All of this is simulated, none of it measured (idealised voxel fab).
Process module name: voxel trench capacitor
Cross-sectional view cut (width: 255 nm; square cell size: 5 nm).
Bands, listed from the top down, are how a cross-section gets written in this document; the cross-section itself is a grid of square cells, and a band is one or more rows of them. Heads up on the band format: heights come first, top then bottom, in nm. After that it's the materials left to right, each with its width in nm. A single material flagged "edge to edge" fills the whole band edge to edge, and "blank" means there's empty space there. Heights are reckoned from 0. Under this level, the received wafer is all of one material. The bottommost band is open-ended downward, for example "0 down". Width: "30 to 40" (first number = top row, second number = bottom row, same change from row to row of cells). Where a step carries "nothing changed", the cross-section came out of it unchanged, cell for cell. Basically, "Cavities, closed" tells you about the enclosed voids: empty spaces with no open way to the top, 8 cells or bigger, each written width x height at distance, where distance is from the left edge, all in nm. If you see something after the settings on a step's line, that's the simulator's own remark about that step. "overlay nm" denotes, for a step that has a mask, the displacement of the mask to the right of its planned place, with negative values corresponding to the left.

The process steps that were planned are listed below
1. RECEIVE [material Si]
2. CONFORMAL_DEP [material SiN] [thk nm 10]
3. PATTERN [tone open] [mask id TRENCH] [material resist] [width nm 25] [pitch nm 50] [thk nm 20] [overlay nm 0]
4. DIRECTIONAL_ETCH [etch materials SiN] [depth nm 10]
5. DIRECTIONAL_ETCH [etch materials Si] [depth nm 30]
6. STRIP [etch materials resist]
7. CONFORMAL_DEP [material Al2O3] [thk nm 5]
8. CONFORMAL_DEP [material TiN] [thk nm 5]
9. FILL_DEP [material W] [thk nm 10]
10. CMP [height nm 10]

Account of the first of two wafers, which was processed as intended

Cross-sectional view of the wafer in its as-received condition, corresponding to the state after step 1
- 0 down | Si edge to edge
- Cavities, closed: none

You're looking at a cross-section of the wafer after step 2
- 10 to 0 | SiN edge to edge
- No changes below 0.

You're looking at a cross-section of the wafer after step 3
- 30 to 10 | resist: 40, then blank: 25, then resist: 25, then blank: 25, then resist: 25, then blank: 25, then resist: 25, then blank: 25, then resist: 40
- No changes below 10.

You're looking at a cross-section of the wafer after step 4
- 30 to 10 | resist: 40, then blank: 25, then resist: 25, then blank: 25, then resist: 25, then blank: 25, then resist: 25, then blank: 25, then resist: 40
- 10 to 0 | SiN: 40, then blank: 25, then SiN: 25, then blank: 25, then SiN: 25, then blank: 25, then SiN: 25, then blank: 25, then SiN: 40
- No changes below 0.

You're looking at a cross-section of the wafer after step 5
- 30 to 10 | resist: 40, then blank: 25, then resist: 25, then blank: 25, then resist: 25, then blank: 25, then resist: 25, then blank: 25, then resist: 40
- 10 to 0 | SiN: 40, then blank: 25, then SiN: 25, then blank: 25, then SiN: 25, then blank: 25, then SiN: 25, then blank: 25, then SiN: 40
- 0 to -30 | Si: 40, then blank: 25, then Si: 25, then blank: 25, then Si: 25, then blank: 25, then Si: 25, then blank: 25, then Si: 40
- No changes below -30.

You're looking at a cross-section of the wafer after step 6
- 10 to 0 | SiN: 40, then blank: 25, then SiN: 25, then blank: 25, then SiN: 25, then blank: 25, then SiN: 25, then blank: 25, then SiN: 40
- No changes below 0.

You're looking at a cross-section of the wafer after step 7
- 15 to 10 | Al2O3: 45, then blank: 15, then Al2O3: 35, then blank: 15, then Al2O3: 35, then blank: 15, then Al2O3: 35, then blank: 15, then Al2O3: 45
- 10 to 0 | SiN: 40, then Al2O3: 5, then blank: 15, then Al2O3: 5, then SiN: 25, then Al2O3: 5, then blank: 15, then Al2O3: 5, then SiN: 25, then Al2O3: 5, then blank: 15, then Al2O3: 5, then SiN: 25, then Al2O3: 5, then blank: 15, then Al2O3: 5, then SiN: 40
- 0 to -25 | Si: 40, then Al2O3: 5, then blank: 15, then Al2O3: 5, then Si: 25, then Al2O3: 5, then blank: 15, then Al2O3: 5, then Si: 25, then Al2O3: 5, then blank: 15, then Al2O3: 5, then Si: 25, then Al2O3: 5, then blank: 15, then Al2O3: 5, then Si: 40
- -25 to -30 | Si: 40, then Al2O3: 25, then Si: 25, then Al2O3: 25, then Si: 25, then Al2O3: 25, then Si: 25, then Al2O3: 25, then Si: 40
- No changes below -30.

You're looking at a cross-section of the wafer after step 8
- 20 to 15 | TiN: 50, then blank: 5, then TiN: 45, then blank: 5, then TiN: 45, then blank: 5, then TiN: 45, then blank: 5, then TiN: 50
- 15 to 10 | Al2O3: 45, then TiN: 5, then blank: 5, then TiN: 5, then Al2O3: 35, then TiN: 5, then blank: 5, then TiN: 5, then Al2O3: 35, then TiN: 5, then blank: 5, then TiN: 5, then Al2O3: 35, then TiN: 5, then blank: 5, then TiN: 5, then Al2O3: 45
- 10 to 0 | SiN: 40, then Al2O3: 5, then TiN: 5, then blank: 5, then TiN: 5, then Al2O3: 5, then SiN: 25, then Al2O3: 5, then TiN: 5, then blank: 5, then TiN: 5, then Al2O3: 5, then SiN: 25, then Al2O3: 5, then TiN: 5, then blank: 5, then TiN: 5, then Al2O3: 5, then SiN: 25, then Al2O3: 5, then TiN: 5, then blank: 5, then TiN: 5, then Al2O3: 5, then SiN: 40
- 0 to -20 | Si: 40, then Al2O3: 5, then TiN: 5, then blank: 5, then TiN: 5, then Al2O3: 5, then Si: 25, then Al2O3: 5, then TiN: 5, then blank: 5, then TiN: 5, then Al2O3: 5, then Si: 25, then Al2O3: 5, then TiN: 5, then blank: 5, then TiN: 5, then Al2O3: 5, then Si: 25, then Al2O3: 5, then TiN: 5, then blank: 5, then TiN: 5, then Al2O3: 5, then Si: 40
- -20 to -25 | Si: 40, then Al2O3: 5, then TiN: 15, then Al2O3: 5, then Si: 25, then Al2O3: 5, then TiN: 15, then Al2O3: 5, then Si: 25, then Al2O3: 5, then TiN: 15, then Al2O3: 5, then Si: 25, then Al2O3: 5, then TiN: 15, then Al2O3: 5, then Si: 40
- No changes below -25.

You're looking at a cross-section of the wafer after step 9
- 30 to 20 | W edge to edge
- 20 to 15 | TiN: 50, then W: 5, then TiN: 45, then W: 5, then TiN: 45, then W: 5, then TiN: 45, then W: 5, then TiN: 50
- 15 to 10 | Al2O3: 45, then TiN: 5, then W: 5, then TiN: 5, then Al2O3: 35, then TiN: 5, then W: 5, then TiN: 5, then Al2O3: 35, then TiN: 5, then W: 5, then TiN: 5, then Al2O3: 35, then TiN: 5, then W: 5, then TiN: 5, then Al2O3: 45
- 10 to 0 | SiN: 40, then Al2O3: 5, then TiN: 5, then W: 5, then TiN: 5, then Al2O3: 5, then SiN: 25, then Al2O3: 5, then TiN: 5, then W: 5, then TiN: 5, then Al2O3: 5, then SiN: 25, then Al2O3: 5, then TiN: 5, then W: 5, then TiN: 5, then Al2O3: 5, then SiN: 25, then Al2O3: 5, then TiN: 5, then W: 5, then TiN: 5, then Al2O3: 5, then SiN: 40
- 0 to -20 | Si: 40, then Al2O3: 5, then TiN: 5, then W: 5, then TiN: 5, then Al2O3: 5, then Si: 25, then Al2O3: 5, then TiN: 5, then W: 5, then TiN: 5, then Al2O3: 5, then Si: 25, then Al2O3: 5, then TiN: 5, then W: 5, then TiN: 5, then Al2O3: 5, then Si: 25, then Al2O3: 5, then TiN: 5, then W: 5, then TiN: 5, then Al2O3: 5, then Si: 40
- No changes below -20.

You're looking at a cross-section of the wafer after step 10
- 10 to 0 | SiN: 40, then Al2O3: 5, then TiN: 5, then W: 5, then TiN: 5, then Al2O3: 5, then SiN: 25, then Al2O3: 5, then TiN: 5, then W: 5, then TiN: 5, then Al2O3: 5, then SiN: 25, then Al2O3: 5, then TiN: 5, then W: 5, then TiN: 5, then Al2O3: 5, then SiN: 25, then Al2O3: 5, then TiN: 5, then W: 5, then TiN: 5, then Al2O3: 5, then SiN: 40
- No changes below 0.

What follows concerns the second wafer, which started out like the first and was meant to follow the very same plan; one mistake crept in when it was run, but everything up to and including step 2 is the same as for the first wafer

Cross-section, second wafer, at the end time the plan gives for step 3
- 30 to 10 | resist: 45, then blank: 20, then resist: 30, then blank: 20, then resist: 30, then blank: 20, then resist: 30, then blank: 20, then resist: 40
- No changes below 10.

Cross-section, second wafer, at the end time the plan gives for step 4
- 30 to 10 | resist: 45, then blank: 20, then resist: 30, then blank: 20, then resist: 30, then blank: 20, then resist: 30, then blank: 20, then resist: 40
- 10 to 0 | SiN: 45, then blank: 20, then SiN: 30, then blank: 20, then SiN: 30, then blank: 20, then SiN: 30, then blank: 20, then SiN: 40
- No changes below 0.

Cross-section, second wafer, at the end time the plan gives for step 5
- 30 to 10 | resist: 45, then blank: 20, then resist: 30, then blank: 20, then resist: 30, then blank: 20, then resist: 30, then blank: 20, then resist: 40
- 10 to 0 | SiN: 45, then blank: 20, then SiN: 30, then blank: 20, then SiN: 30, then blank: 20, then SiN: 30, then blank: 20, then SiN: 40
- 0 to -30 | Si: 45, then blank: 20, then Si: 30, then blank: 20, then Si: 30, then blank: 20, then Si: 30, then blank: 20, then Si: 40
- No changes below -30.

Cross-section, second wafer, at the end time the plan gives for step 6
- 10 to 0 | SiN: 45, then blank: 20, then SiN: 30, then blank: 20, then SiN: 30, then blank: 20, then SiN: 30, then blank: 20, then SiN: 40
- No changes below 0.

Cross-section, second wafer, at the end time the plan gives for step 7
- 15 to 10 | Al2O3: 50, then blank: 10, then Al2O3: 40, then blank: 10, then Al2O3: 40, then blank: 10, then Al2O3: 40, then blank: 10, then Al2O3: 45
- 10 to 0 | SiN: 45, then Al2O3: 5, then blank: 10, then Al2O3: 5, then SiN: 30, then Al2O3: 5, then blank: 10, then Al2O3: 5, then SiN: 30, then Al2O3: 5, then blank: 10, then Al2O3: 5, then SiN: 30, then Al2O3: 5, then blank: 10, then Al2O3: 5, then SiN: 40
- 0 to -25 | Si: 45, then Al2O3: 5, then blank: 10, then Al2O3: 5, then Si: 30, then Al2O3: 5, then blank: 10, then Al2O3: 5, then Si: 30, then Al2O3: 5, then blank: 10, then Al2O3: 5, then Si: 30, then Al2O3: 5, then blank: 10, then Al2O3: 5, then Si: 40
- -25 to -30 | Si: 45, then Al2O3: 20, then Si: 30, then Al2O3: 20, then Si: 30, then Al2O3: 20, then Si: 30, then Al2O3: 20, then Si: 40
- No changes below -30.

Cross-section, second wafer, at the end time the plan gives for step 8
- 20 to 15 | TiN edge to edge
- 15 to 10 | Al2O3: 50, then TiN: 10, then Al2O3: 40, then TiN: 10, then Al2O3: 40, then TiN: 10, then Al2O3: 40, then TiN: 10, then Al2O3: 45
- 10 to 0 | SiN: 45, then Al2O3: 5, then TiN: 10, then Al2O3: 5, then SiN: 30, then Al2O3: 5, then TiN: 10, then Al2O3: 5, then SiN: 30, then Al2O3: 5, then TiN: 10, then Al2O3: 5, then SiN: 30, then Al2O3: 5, then TiN: 10, then Al2O3: 5, then SiN: 40
- 0 to -25 | Si: 45, then Al2O3: 5, then TiN: 10, then Al2O3: 5, then Si: 30, then Al2O3: 5, then TiN: 10, then Al2O3: 5, then Si: 30, then Al2O3: 5, then TiN: 10, then Al2O3: 5, then Si: 30, then Al2O3: 5, then TiN: 10, then Al2O3: 5, then Si: 40
- No changes below -25.

Cross-section, second wafer, at the end time the plan gives for step 9
- 30 to 20 | W edge to edge
- No changes below 20.

Cross-section, second wafer, at the end time the plan gives for step 10
- 10 to 0 | SiN: 45, then Al2O3: 5, then TiN: 10, then Al2O3: 5, then SiN: 30, then Al2O3: 5, then TiN: 10, then Al2O3: 5, then SiN: 30, then Al2O3: 5, then TiN: 10, then Al2O3: 5, then SiN: 30, then Al2O3: 5, then TiN: 10, then Al2O3: 5, then SiN: 40
- No changes below 0.
What went wrong in running the wafer? step 3 did not use the planned setting and instead ran as PATTERN [tone open] [mask id TRENCH] [material resist] [width nm 20] [pitch nm 50] [thk nm 20] [overlay nm 0]
at the end the second wafer has, in cells: 4 fewer of Al2O3, 24 more of Si, 8 more of SiN, 4 fewer of TiN, 24 fewer of W
